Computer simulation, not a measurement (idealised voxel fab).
The following process module bears the name voxel self aligned vias.
The width of the displayed cross-section, cut, is 205 nm; its cells are square, with a size of 5 nm.
This document writes a cross-section as a grid whose cells are square, and gives it as bands, listed from the top down; one or more rows of cells form a band.
In this notation a band is specified by the heights of its top and bottom, in that order and in nm, after which its materials appear from left to right, each paired with its width in nm. The word "full width" attached to a single material means that material fills the band from edge to edge; the word "air" stands for empty space.
Heights are expressed relative to 0, this being the level below which the as-received wafer comprises one material exclusively. The lowest band is unbounded in the downward direction and is denoted as in "0 down".
Graded width ("30->40"): value in top row of band = first number; value in bottom row = second number; row-to-row change constant.
Any step labelled "stayed the same" changed none of the cells in the cross-section.
Any empty space of 8 cells or more lacking an open way to the top shows up in "Fully sealed voids" as width x height at distance, distance from the left edge, in nm.
What comes after the settings on a step's line is commentary from the simulator itself on that step.
Steps that use a mask can have "overlay nm" on their line. It says how far the mask sat to the right of where it was meant to be. Negative means to the left.

STEPS PLANNED FOR THE PROCESS
- 1: op RECEIVE | material Si
- 2: op CONFORMAL_DEP | material SiO2 | thk nm 10
- 3: op CONFORMAL_DEP | material SiCN | thk nm 5
- 4: op DIRECTIONAL_DEP | material lowk | thk nm 30
- 5: op MASKED_ETCH | tone open | mask id LINES | width nm 20 | pitch nm 50 | etch materials lowk | depth nm 30 | overlay nm 0
- 6: op CONFORMAL_DEP | material TiN | thk nm 5
- 7: op FILL_DEP | material W | thk nm 10
- 8: op CMP | height nm 45
- 9: op SELECTIVE_ETCH | etch materials W Ru TiN | depth nm 5
- 10: op FILL_DEP | material SiN | thk nm 10
- 11: op CMP | height nm 45
- 12: op DIRECTIONAL_DEP | material lowk | thk nm 20
- 13: op MASKED_ETCH | tone open | mask id VIAS | width nm 30 | pitch nm 50 | etch materials lowk | depth nm 20 | overlay nm 0
- 14: op MASKED_ETCH | tone open | mask id VIAS | width nm 30 | pitch nm 50 | etch materials SiN | depth nm 5 | overlay nm 0
- 15: op CONFORMAL_DEP | material TiN | thk nm 5
- 16: op FILL_DEP | material Cu | thk nm 10
- 17: op CMP | height nm 65
- 18: op CONFORMAL_DEP | material SiN | thk nm 5

WAFER AS RECEIVED: CROSS-SECTION FOLLOWING STEP 1
    0 down = Si full width
    Fully sealed voids: none

THE CROSS-SECTION SHOWN CORRESPONDS TO THE WAFER AT THE CONCLUSION OF THE MODULE. THE INITIAL STRUCTURE AND THE PROCESS PLAN ARE THOSE PRESENTED ABOVE; HOWEVER, ONE MISTAKE OCCURRED IN EXECUTING THE PLAN
    70 to 65 = SiN full width
    65 to 50 = lowk 60, then TiN 5, then Cu 20, then TiN 5, then lowk 20, then TiN 5, then Cu 20, then TiN 5, then lowk 65
    50 to 45 = lowk 60, then TiN 30, then lowk 20, then TiN 30, then lowk 65
    45 to 40 = SiN 60, then TiN 5, then lowk 20, then TiN 5, then SiN 20, then TiN 5, then lowk 20, then TiN 5, then SiN 65
    40 to 20 = W 60, then TiN 5, then lowk 20, then TiN 5, then W 20, then TiN 5, then lowk 20, then TiN 5, then W 65
    20 to 15 = TiN 65, then lowk 20, then TiN 30, then lowk 20, then TiN 70
    15 to 10 = SiCN full width
    10 to 0 = SiO2 full width
    0 down = Si full width
    Fully sealed voids: none
Want to know what went wrong? for step 5, the planned setting was not used; the step was instead run as op MASKED_ETCH | tone cover | mask id LINES | width nm 20 | pitch nm 50 | etch materials lowk | depth nm 30 | overlay nm 0
